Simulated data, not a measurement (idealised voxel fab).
Title: Process Module voxel spacer lines
It is cross-section cut that appears here, measuring 200 nm in width, its square cells being 5 nm in size.
Heads up, the way a cross-section reads in here is a grid of square cells, handed over as bands from the top down, with every band being one or more rows of cells. Per band: top height and bottom height in nm, followed by the left-to-right materials and their widths in nm; "everywhere" marks a single material spanning edge to edge, "blank" marks empty space. Where do heights start? At 0: under that level the wafer as delivered is made of one material only. And the lowest band has no floor; it just carries on downward, as in "0 down". Graded width ("30->40"): value in top row of band = first number; value in bottom row = second number; row-to-row change constant. "nothing got changed" -> step changed no cross-section cell. Look at "Internal closed voids" for the closed voids: empty spaces with no open path to the top, sized 8 cells or up. Each is width x height at distance, distance from the left edge, all nm. What comes after the settings on a step's line is commentary from the simulator itself on that step. "overlay nm" denotes, for a step that has a mask, the displacement of the mask to the right of its planned place, with negative values corresponding to the left.

## Process steps foreseen in the plan
1,RECEIVE with material Si
2,CONFORMAL_DEP with material Al2O3, thk nm 10
3,DIRECTIONAL_DEP with material TiN, thk nm 15
4,DIRECTIONAL_DEP with material aC, thk nm 20
5,PATTERN with tone cover, mask id MANDREL, material resist, width nm 25, pitch nm 70, thk nm 25, overlay nm 0
6,DIRECTIONAL_ETCH with etch materials aC, depth nm 20
7,STRIP with etch materials resist
8,CONFORMAL_DEP with material SiO2, thk nm 10
9,DIRECTIONAL_ETCH with etch materials SiO2, depth nm 10
10,STRIP with etch materials aC
11,DIRECTIONAL_ETCH with etch materials TiN, depth nm 15
12,STRIP with etch materials SiO2

## The first of a set of two wafers, run to plan

## So this is the incoming wafer in cross-section - it's already been through step 1
    0 down = Si everywhere
    Internal closed voids: none

## The wafer, seen in cross-section, after step 2
    10 to 0 = Al2O3 everywhere
    Below 0, the layers are the same as they were.

## The wafer, seen in cross-section, after step 3
    25 to 10 = TiN everywhere
    Below 10, the layers are the same as they were.

## The wafer, seen in cross-section, after step 4
    45 to 25 = aC everywhere
    Below 25, the layers are the same as they were.

## The wafer, seen in cross-section, after step 5
    70 to 45 = blank 15 nm, then resist 25 nm, then blank 45 nm, then resist 25 nm, then blank 45 nm, then resist 25 nm, then blank 20 nm
    Below 45, the layers are the same as they were.

## The wafer, seen in cross-section, after step 6
    50 to 45 = blank 15 nm, then resist 25 nm, then blank 45 nm, then resist 25 nm, then blank 45 nm, then resist 25 nm, then blank 20 nm
    45 to 25 = blank 15 nm, then aC 25 nm, then blank 45 nm, then aC 25 nm, then blank 45 nm, then aC 25 nm, then blank 20 nm
    Below 25, the layers are the same as they were.

## The wafer, seen in cross-section, after step 7
    45 to 25 = blank 15 nm, then aC 25 nm, then blank 45 nm, then aC 25 nm, then blank 45 nm, then aC 25 nm, then blank 20 nm
    Below 25, the layers are the same as they were.

## The wafer, seen in cross-section, after step 8
    55 to 45 = blank 5 nm, then SiO2 45 nm, then blank 25 nm, then SiO2 45 nm, then blank 25 nm, then SiO2 45 nm, then blank 10 nm
    45 to 35 = blank 5 nm, then SiO2 10 nm, then aC 25 nm, then SiO2 10 nm, then blank 25 nm, then SiO2 10 nm, then aC 25 nm, then SiO2 10 nm, then blank 25 nm, then SiO2 10 nm, then aC 25 nm, then SiO2 10 nm, then blank 10 nm
    35 to 25 = SiO2 15 nm, then aC 25 nm, then SiO2 45 nm, then aC 25 nm, then SiO2 45 nm, then aC 25 nm, then SiO2 20 nm
    Below 25, the layers are the same as they were.

## The wafer, seen in cross-section, after step 9
    45 to 25 = blank 5 nm, then SiO2 10 nm, then aC 25 nm, then SiO2 10 nm, then blank 25 nm, then SiO2 10 nm, then aC 25 nm, then SiO2 10 nm, then blank 25 nm, then SiO2 10 nm, then aC 25 nm, then SiO2 10 nm, then blank 10 nm
    Below 25, the layers are the same as they were.

## The wafer, seen in cross-section, after step 10
    45 to 25 = blank 5 nm, then SiO2 10 nm, then blank 25 nm, then SiO2 10 nm, then blank 25 nm, then SiO2 10 nm, then blank 25 nm, then SiO2 10 nm, then blank 25 nm, then SiO2 10 nm, then blank 25 nm, then SiO2 10 nm, then blank 10 nm
    Below 25, the layers are the same as they were.

## The wafer, seen in cross-section, after step 11
    45 to 25 = blank 5 nm, then SiO2 10 nm, then blank 25 nm, then SiO2 10 nm, then blank 25 nm, then SiO2 10 nm, then blank 25 nm, then SiO2 10 nm, then blank 25 nm, then SiO2 10 nm, then blank 25 nm, then SiO2 10 nm, then blank 10 nm
    25 to 10 = blank 5 nm, then TiN 10 nm, then blank 25 nm, then TiN 10 nm, then blank 25 nm, then TiN 10 nm, then blank 25 nm, then TiN 10 nm, then blank 25 nm, then TiN 10 nm, then blank 25 nm, then TiN 10 nm, then blank 10 nm
    Below 10, the layers are the same as they were.

## The wafer, seen in cross-section, after step 12
    25 to 10 = blank 5 nm, then TiN 10 nm, then blank 25 nm, then TiN 10 nm, then blank 25 nm, then TiN 10 nm, then blank 25 nm, then TiN 10 nm, then blank 25 nm, then TiN 10 nm, then blank 25 nm, then TiN 10 nm, then blank 10 nm
    Below 10, the layers are the same as they were.

## Second wafer - shared start and plan with the first - one error in running - same as the first up to step 4 inclusive

## Cross-sectional view of the second wafer at the intended end time of process step 5
    70 to 45 = blank 20 nm, then resist 25 nm, then blank 45 nm, then resist 25 nm, then blank 45 nm, then resist 25 nm, then blank 15 nm
    Below 45, the layers are the same as they were.

## Cross-sectional view of the second wafer at the intended end time of process step 6
    50 to 45 = blank 20 nm, then resist 25 nm, then blank 45 nm, then resist 25 nm, then blank 45 nm, then resist 25 nm, then blank 15 nm
    45 to 25 = blank 20 nm, then aC 25 nm, then blank 45 nm, then aC 25 nm, then blank 45 nm, then aC 25 nm, then blank 15 nm
    Below 25, the layers are the same as they were.

## Cross-sectional view of the second wafer at the intended end time of process step 7
    45 to 25 = blank 20 nm, then aC 25 nm, then blank 45 nm, then aC 25 nm, then blank 45 nm, then aC 25 nm, then blank 15 nm
    Below 25, the layers are the same as they were.

## Cross-sectional view of the second wafer at the intended end time of process step 8
    55 to 45 = blank 10 nm, then SiO2 45 nm, then blank 25 nm, then SiO2 45 nm, then blank 25 nm, then SiO2 45 nm, then blank 5 nm
    45 to 35 = blank 10 nm, then SiO2 10 nm, then aC 25 nm, then SiO2 10 nm, then blank 25 nm, then SiO2 10 nm, then aC 25 nm, then SiO2 10 nm, then blank 25 nm, then SiO2 10 nm, then aC 25 nm, then SiO2 10 nm, then blank 5 nm
    35 to 25 = SiO2 20 nm, then aC 25 nm, then SiO2 45 nm, then aC 25 nm, then SiO2 45 nm, then aC 25 nm, then SiO2 15 nm
    Below 25, the layers are the same as they were.

## Cross-sectional view of the second wafer at the intended end time of process step 9
    45 to 25 = blank 10 nm, then SiO2 10 nm, then aC 25 nm, then SiO2 10 nm, then blank 25 nm, then SiO2 10 nm, then aC 25 nm, then SiO2 10 nm, then blank 25 nm, then SiO2 10 nm, then aC 25 nm, then SiO2 10 nm, then blank 5 nm
    Below 25, the layers are the same as they were.

## Cross-sectional view of the second wafer at the intended end time of process step 10
    45 to 25 = blank 10 nm, then SiO2 10 nm, then blank 25 nm, then SiO2 10 nm, then blank 25 nm, then SiO2 10 nm, then blank 25 nm, then SiO2 10 nm, then blank 25 nm, then SiO2 10 nm, then blank 25 nm, then SiO2 10 nm, then blank 5 nm
    Below 25, the layers are the same as they were.

## Cross-sectional view of the second wafer at the intended end time of process step 11
    45 to 25 = blank 10 nm, then SiO2 10 nm, then blank 25 nm, then SiO2 10 nm, then blank 25 nm, then SiO2 10 nm, then blank 25 nm, then SiO2 10 nm, then blank 25 nm, then SiO2 10 nm, then blank 25 nm, then SiO2 10 nm, then blank 5 nm
    25 to 10 = blank 10 nm, then TiN 10 nm, then blank 25 nm, then TiN 10 nm, then blank 25 nm, then TiN 10 nm, then blank 25 nm, then TiN 10 nm, then blank 25 nm, then TiN 10 nm, then blank 25 nm, then TiN 10 nm, then blank 5 nm
    Below 10, the layers are the same as they were.

## Cross-sectional view of the second wafer at the intended end time of process step 12
    25 to 10 = blank 10 nm, then TiN 10 nm, then blank 25 nm, then TiN 10 nm, then blank 25 nm, then TiN 10 nm, then blank 25 nm, then TiN 10 nm, then blank 25 nm, then TiN 10 nm, then blank 25 nm, then TiN 10 nm, then blank 5 nm
    Below 10, the layers are the same as they were.
It is concluded that the wafer was processed incorrectly with respect to the plan, in that step 5 was run on a setting that differed from the plan, and what really ran there is PATTERN with tone cover, mask id MANDREL, material resist, width nm 25, pitch nm 70, thk nm 25, overlay nm 5
At the end, each material covers as many cells on the second wafer as it does on the first, though the cells it covers are elsewhere.
